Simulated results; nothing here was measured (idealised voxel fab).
A process module follows: voxel gate over fins.
The cross-section on display is named cut; it measures 250 nm wide, and its cells are 5 nm squares.
Cross-section spec: square-cell grid; bands listed top down; each band is one or more rows.
Top height, bottom height, nm. Materials left to right, width each, nm. Single material + "everywhere" = fills band edge to edge. "empty" = empty.
Beneath 0, the wafer as received is one material, and that level is where height counting begins. The lowest band goes on downward without a bottom; it is written like "from 0 down".
Graded width ("30..40"): value in top row of band = first number; value in bottom row = second number; row-to-row change constant.
"all unchanged" means the step left every cell of the cross-section as it was.
Listed in "Closed void inventory": every empty space of 8 or more cells without an open way to the top. Form: width x height at distance, the distance being from the left edge, all in nm.
On each step's line, the part that comes after the settings is the simulator's own comment on the step.
"overlay nm" answers the question of how far to the right of plan the mask lay on a step that has a mask, and when it is negative the answer is to the left.
LIST OF PLANNED PROCESS STEPS
1 op RECEIVE | material Si
2 op CONFORMAL_DEP | material SiN | thk nm 5
3 op DIRECTIONAL_DEP | material aC | thk nm 15
4 op PATTERN | tone cover | mask id FINS | material resist | width nm 15 | pitch nm 50 | thk nm 30 | overlay nm 0
5 op DIRECTIONAL_ETCH | etch materials aC | depth nm 15
6 op STRIP | etch materials resist
7 op DIRECTIONAL_ETCH | etch materials SiN | depth nm 5
8 op DIRECTIONAL_ETCH | etch materials Si | depth nm 40
9 op STRIP | etch materials aC
10 op FILL_DEP | material SiO2 | thk nm 15
11 op CMP | height nm 5
12 op DIRECTIONAL_DEP | material aC | thk nm 10
13 op PATTERN | tone open | mask id RAIL | material resist | width nm 15 | thk nm 25 | overlay nm 0
14 op DIRECTIONAL_ETCH | etch materials aC | depth nm 10
15 op STRIP | etch materials resist
16 op DIRECTIONAL_ETCH | etch materials SiO2 | depth nm 40
17 op STRIP | etch materials aC
18 op CONFORMAL_DEP | material TiN | thk nm 5
19 op FILL_DEP | material Ru | thk nm 5
20 op CMP | height nm 5
21 op SELECTIVE_ETCH | etch materials W Ru TiN | depth nm 20
22 op FILL_DEP | material SiO2 | thk nm 5
23 op CMP | height nm 5
24 op SELECTIVE_ETCH | etch materials SiO2 | depth nm 15
25 op STRIP | etch materials SiN
26 op CONFORMAL_DEP | material HfO2 | thk nm 5
27 op CONFORMAL_DEP | material TiN | thk nm 5
28 op FILL_DEP | material W | thk nm 15
29 op CMP | height nm 20
30 op CONFORMAL_DEP | material SiN | thk nm 5
CROSS-SECTIONAL VIEW OF THE WAFER IN ITS AS-RECEIVED CONDITION, CORRESPONDING TO THE STATE AFTER STEP 1
  from 0 down | Si everywhere
  Closed void inventory: none
FIRST WAFER OF TWO, SECTIONED AT END OF MODULE; RUN WENT PER PLAN
  from 25 to 20 | SiN everywhere
  from 20 to 10 | W everywhere
  from 10 to 5 | W 55 nm, then TiN 35 nm, then W 15 nm, then TiN 35 nm, then W 15 nm, then TiN 35 nm, then W 60 nm
  from 5 to 0 | W 55 nm, then TiN 5 nm, then HfO2 25 nm, then TiN 5 nm, then W 15 nm, then TiN 5 nm, then HfO2 25 nm, then TiN 5 nm, then W 15 nm, then TiN 5 nm, then HfO2 25 nm, then TiN 5 nm, then W 60 nm
  from 0 to -5 | TiN 60 nm, then HfO2 5 nm, then Si 15 nm, then HfO2 5 nm, then TiN 25 nm, then HfO2 5 nm, then Si 15 nm, then HfO2 5 nm, then TiN 25 nm, then HfO2 5 nm, then Si 15 nm, then HfO2 5 nm, then TiN 65 nm
  from -5 to -10 | HfO2 65 nm, then Si 15 nm, then HfO2 35 nm, then Si 15 nm, then HfO2 35 nm, then Si 15 nm, then HfO2 70 nm
  from -10 to -15 | SiO2 65 nm, then Si 15 nm, then SiO2 35 nm, then Si 15 nm, then SiO2 35 nm, then Si 15 nm, then SiO2 70 nm
  from -15 to -30 | SiO2 65 nm, then Si 15 nm, then SiO2 10 nm, then TiN 5 nm, then Ru 5 nm, then TiN 5 nm, then SiO2 10 nm, then Si 15 nm, then SiO2 35 nm, then Si 15 nm, then SiO2 70 nm
  from -30 to -35 | SiO2 65 nm, then Si 15 nm, then SiO2 10 nm, then TiN 15 nm, then SiO2 10 nm, then Si 15 nm, then SiO2 35 nm, then Si 15 nm, then SiO2 70 nm
  from -35 to -40 | SiO2 65 nm, then Si 15 nm, then SiO2 35 nm, then Si 15 nm, then SiO2 35 nm, then Si 15 nm, then SiO2 70 nm
  from -40 down | Si everywhere
  Closed void inventory: none
CROSS-SECTIONAL VIEW OF THE SECOND OF TWO WAFERS UPON COMPLETION OF THE MODULE. THIS WAFER SHARED ITS STARTING CONDITION AND PROCESS PLAN WITH THE FIRST; ONE ERROR WAS MADE DURING ITS EXECUTION
  from 25 to 20 | SiN everywhere
  from 20 to 10 | W everywhere
  from 10 to 5 | W 55 nm, then TiN 35 nm, then W 15 nm, then TiN 35 nm, then W 15 nm, then TiN 35 nm, then W 60 nm
  from 5 to 0 | W 55 nm, then TiN 5 nm, then HfO2 25 nm, then TiN 5 nm, then W 15 nm, then TiN 5 nm, then HfO2 25 nm, then TiN 5 nm, then W 15 nm, then TiN 5 nm, then HfO2 25 nm, then TiN 5 nm, then W 60 nm
  from 0 to -5 | TiN 60 nm, then HfO2 5 nm, then Si 15 nm, then HfO2 5 nm, then TiN 25 nm, then HfO2 5 nm, then Si 15 nm, then HfO2 5 nm, then TiN 25 nm, then HfO2 5 nm, then Si 15 nm, then HfO2 5 nm, then TiN 65 nm
  from -5 to -10 | HfO2 65 nm, then Si 15 nm, then HfO2 35 nm, then Si 15 nm, then HfO2 35 nm, then Si 15 nm, then HfO2 70 nm
  from -10 to -15 | SiO2 65 nm, then Si 15 nm, then SiO2 35 nm, then Si 15 nm, then SiO2 35 nm, then Si 15 nm, then SiO2 70 nm
  from -15 to -30 | Ru 60 nm, then TiN 5 nm, then Si 15 nm, then TiN 10 nm, then SiO2 15 nm, then TiN 10 nm, then Si 15 nm, then TiN 5 nm, then Ru 25 nm, then TiN 5 nm, then Si 15 nm, then TiN 5 nm, then Ru 65 nm
  from -30 to -35 | TiN 65 nm, then Si 15 nm, then TiN 10 nm, then SiO2 15 nm, then TiN 10 nm, then Si 15 nm, then TiN 35 nm, then Si 15 nm, then TiN 70 nm
  from -35 to -40 | SiO2 65 nm, then Si 15 nm, then SiO2 35 nm, then Si 15 nm, then SiO2 35 nm, then Si 15 nm, then SiO2 70 nm
  from -40 down | Si everywhere
  Closed void inventory: none
So what did we get wrong on this run? contrary to plan, step 13 was performed as op PATTERN | tone cover | mask id RAIL | material resist | width nm 15 | thk nm 25 | overlay nm 0
Final cells, second wafer relative to first, materials higher or lower: Ru: 87 more; SiO2: 140 fewer; TiN: 53 more
